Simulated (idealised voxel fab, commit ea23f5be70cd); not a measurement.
Documented hereafter: the process module known as voxel self aligned contacts.
Section shown: cut. Width: 150 nm. Cell size: 5 nm, square.
Cross-section spec: square-cell grid; bands listed top down; each band is one or more rows.
Top, bottom (nm), then materials left to right with widths (nm); lone material tagged "throughout" fills the whole band edge to edge; "empty" = empty space.
Zero point of the height axis is 0; under it, received wafer = one material. Lowest band: continues down indefinitely, "from 0 down".
Per-row width for "30->40": begins at first number (top row of band), ends at second number (bottom row), increment between rows held constant.
Where the words "nothing was modified" appear for a step, the cross-section shows no cell changed by that step; every cell remained as before.
"Closed void listing" contains a list of empty spaces, each no smaller than 8 cells and without an open way to the top, written in the form width x height at distance with the distance from the left edge and all three in nm.
Formally, on a step line, whatever follows the settings is a remark that the simulator itself makes on the step.
What "overlay nm" on a step's line means: if the step has a mask, that mask lay this far to the right of its planned place, or, when the value is negative, to the left.

### Planned step list for the process
- 1: RECEIVE,material Si
- 2: OXIDIZE,depth nm 5
- 3: DIRECTIONAL_DEP,material polySi,thk nm 20
- 4: DIRECTIONAL_DEP,material SiN,thk nm 20
- 5: MASKED_ETCH,tone cover,mask id GATE,width nm 35,pitch nm 65,etch materials SiN,depth nm 20,overlay nm 0
- 6: MASKED_ETCH,tone cover,mask id GATE,width nm 35,pitch nm 65,etch materials polySi,depth nm 20,overlay nm 0
- 7: CONFORMAL_DEP,material SiN,thk nm 5
- 8: DIRECTIONAL_ETCH,etch materials SiN,depth nm 5
- 9: FILL_DEP,material SiO2,thk nm 20
- 10: CMP,height nm 50
- 11: MASKED_ETCH,tone open,mask id CONTACT,width nm 40,etch materials SiO2,depth nm 55,overlay nm 0
- 12: CONFORMAL_DEP,material TiN,thk nm 5
- 13: FILL_DEP,material Ru,thk nm 5
- 14: CMP,height nm 50
- 15: CONFORMAL_DEP,material SiN,thk nm 5

### As-received wafer cross-section (after step 1)
- from 0 down  Si throughout
- Closed void listing: none

### Wafer cross-section at module end: first of two, run to plan
- from 55 to 50  SiN throughout
- from 50 to 40  SiO2 55 nm | TiN 5->15 nm | Ru 30->10 nm | TiN 5->15 nm | SiO2 55 nm
- from 40 to 20  SiO2 20 nm | SiN 45 nm | TiN 5 nm | Ru 10 nm | TiN 5 nm | SiN 45 nm | SiO2 20 nm
- from 20 to 0  SiO2 20 nm | SiN 5 nm | polySi 35 nm | SiN 5 nm | TiN 5 nm | Ru 10 nm | TiN 5 nm | SiN 5 nm | polySi 35 nm | SiN 5 nm | SiO2 20 nm
- from 0 to -5  SiO2 65 nm | TiN 20 nm | SiO2 65 nm
- from -5 down  Si throughout
- Closed void listing: none

### So this is wafer number two of the two, cut at the end of the module - it started where the first did and had the same plan, we just got one thing wrong running it
- from 55 to 50  SiN throughout
- from 50 to 45  SiO2 20 nm | SiN 45 nm | TiN 5 nm | Ru 10 nm | TiN 5 nm | SiN 45 nm | SiO2 20 nm
- from 45 to 40  SiO2 20 nm | SiN 45 nm | TiN 20 nm | SiN 45 nm | SiO2 20 nm
- from 40 to 20  SiN throughout
- from 20 to 0  polySi throughout
- from 0 to -5  SiO2 throughout
- from -5 down  Si throughout
- Closed void listing: none
Finding, execution versus plan: in the plan, step 4 was performed twice
Final comparison by cell count, materials where the second wafer has more or fewer than the first: Ru -22 | SiN +68 | SiO2 -88 | TiN -22 | polySi +64
